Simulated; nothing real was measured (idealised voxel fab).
process module | voxel transistor to metal
cross-section cut | 210 nm wide | cells 5 nm
A cross-section is a grid of square cells, given in bands from the top down. A band is one or more rows of cells.
Each band's line starts with the height of the band's top and of its bottom, in nm. Then come its materials from left to right, each with its width in nm. One material with "throughout" fills the band from edge to edge. "air" is empty space.
Height 0 is the level under which the wafer as received is all one material. The lowest band goes on downwards, as in "0 down".
A width such as "30 to 40" changes by the same amount from each row of cells to the next, from the band's top row to its bottom row.
"no change" after a step means that no cell of the cross-section changed.
closed voids: empty space of 8 cells or more with no open way to the top, each as width x height at its distance from the left edge, in nm
after a step's settings: what the simulator itself notes on the step
overlay nm, on a step with a mask: how far to the right of its planned place the mask lay; to the left if negative
plan
1 op RECEIVE | material Si
2 op OXIDIZE | depth nm 5
3 op CONFORMAL_DEP | material SiN | thk nm 10
4 op MASKED_ETCH | tone cover | mask id ACTIVE | width nm 110 | etch materials SiN | depth nm 10 | overlay nm 0
5 op MASKED_ETCH | tone cover | mask id ACTIVE | width nm 110 | etch materials SiO2 | depth nm 5 | overlay nm 0
6 op MASKED_ETCH | tone cover | mask id ACTIVE | width nm 110 | etch materials Si | depth nm 20 | overlay nm 0
7 op FILL_DEP | material SiO2 | thk nm 10
8 op CMP | height nm 10
9 op SELECTIVE_ETCH | etch materials SiO2 | depth nm 10
10 op STRIP | etch materials SiN
11 op SELECTIVE_ETCH | etch materials SiO2 | depth nm 5
12 op OXIDIZE | depth nm 5
13 op DIRECTIONAL_DEP | material polySi | thk nm 20
14 op DIRECTIONAL_DEP | material SiCN | thk nm 15
15 op DIRECTIONAL_DEP | material aC | thk nm 10
16 op PATTERN | tone cover | mask id GATE | material resist | width nm 30 | thk nm 25 | overlay nm 0
17 op DIRECTIONAL_ETCH | etch materials aC | depth nm 10
18 op STRIP | etch materials resist
19 op DIRECTIONAL_ETCH | etch materials SiCN | depth nm 25
20 op DIRECTIONAL_ETCH | etch materials polySi | depth nm 30
21 op STRIP | etch materials aC
22 op CONFORMAL_DEP | material SiN | thk nm 10
23 op DIRECTIONAL_ETCH | etch materials SiN | depth nm 10
24 op DIRECTIONAL_ETCH | etch materials SiO2 | depth nm 5
25 op DIRECTIONAL_ETCH | etch materials Si | depth nm 15
26 op EPI | material nSi | thk nm 20
27 op FILL_DEP | material SiO2 | thk nm 10
28 op CMP | height nm 15
29 op STRIP | etch materials polySi
30 op SELECTIVE_ETCH | etch materials SiO2 | depth nm 5
31 op CONFORMAL_DEP | material HfO2 | thk nm 5
32 op CONFORMAL_DEP | material TiN | thk nm 5
33 op FILL_DEP | material W | thk nm 10
34 op CMP | height nm 10
35 op DIRECTIONAL_DEP | material SiO2 | thk nm 10
36 op DIRECTIONAL_DEP | material aC | thk nm 15
37 op PATTERN | tone open | mask id CONTACT | material resist | width nm 15 | pitch nm 75 | thk nm 35 | overlay nm 0
38 op DIRECTIONAL_ETCH | etch materials aC | depth nm 15
39 op STRIP | etch materials resist
40 op DIRECTIONAL_ETCH | etch materials SiO2 | depth nm 10
41 op STRIP | etch materials aC
42 op CONFORMAL_DEP | material TiN | thk nm 5
43 op FILL_DEP | material Ru | thk nm 10
44 op CMP | height nm 20
45 op CONFORMAL_DEP | material SiCN | thk nm 5
46 op DIRECTIONAL_DEP | material SiO2 | thk nm 15
47 op PATTERN | tone open | mask id METAL_1 | material resist | width nm 15 | pitch nm 75 | thk nm 20 | overlay nm 0
48 op DIRECTIONAL_ETCH | etch materials SiO2 | depth nm 15
49 op DIRECTIONAL_ETCH | etch materials SiCN | depth nm 5
50 op STRIP | etch materials resist
51 op CONFORMAL_DEP | material TiN | thk nm 5
52 op FILL_DEP | material Ru | thk nm 10
53 op CMP | height nm 40
54 op CONFORMAL_DEP | material SiN | thk nm 5
as received, after step 1
  0 down: Si throughout
  closed voids: none
a wafer at the end: this start, this plan, one mistake
  45 to 40: SiN throughout
  40 to 25: SiO2 60 | TiN 5 | Ru 5 | TiN 5 | SiO2 60 | TiN 5 | Ru 5 | TiN 5 | SiO2 60
  25 to 20: SiCN 60 | TiN 15 | SiCN 60 | TiN 15 | SiCN 60
  20 to 15: SiO2 60 | TiN 5 | Ru 5 | TiN 5 | SiO2 60 | TiN 5 | Ru 5 | TiN 5 | SiO2 60
  15 to 10: SiO2 60 | TiN 15 | SiO2 60 | TiN 15 | SiO2 60
  10 to 0: W 80 | TiN 5 | HfO2 5 | SiN 10 | nSi 10 | SiN 10 | HfO2 5 | TiN 5 | W 80
  0 to -5: TiN 85 | HfO2 5 | SiN 10 | nSi 10 | SiN 10 | HfO2 5 | TiN 85
  -5 to -10: HfO2 95 | SiO2 5 | nSi 10 | SiO2 5 | HfO2 95
  -10 to -25: SiO2 50 | Si 50 | nSi 10 | Si 50 | SiO2 50
  -25 down: Si throughout
  closed voids: none
what went wrong: step 16 ran as: op PATTERN | tone open | mask id GATE | material resist | width nm 30 | thk nm 25 | overlay nm 0
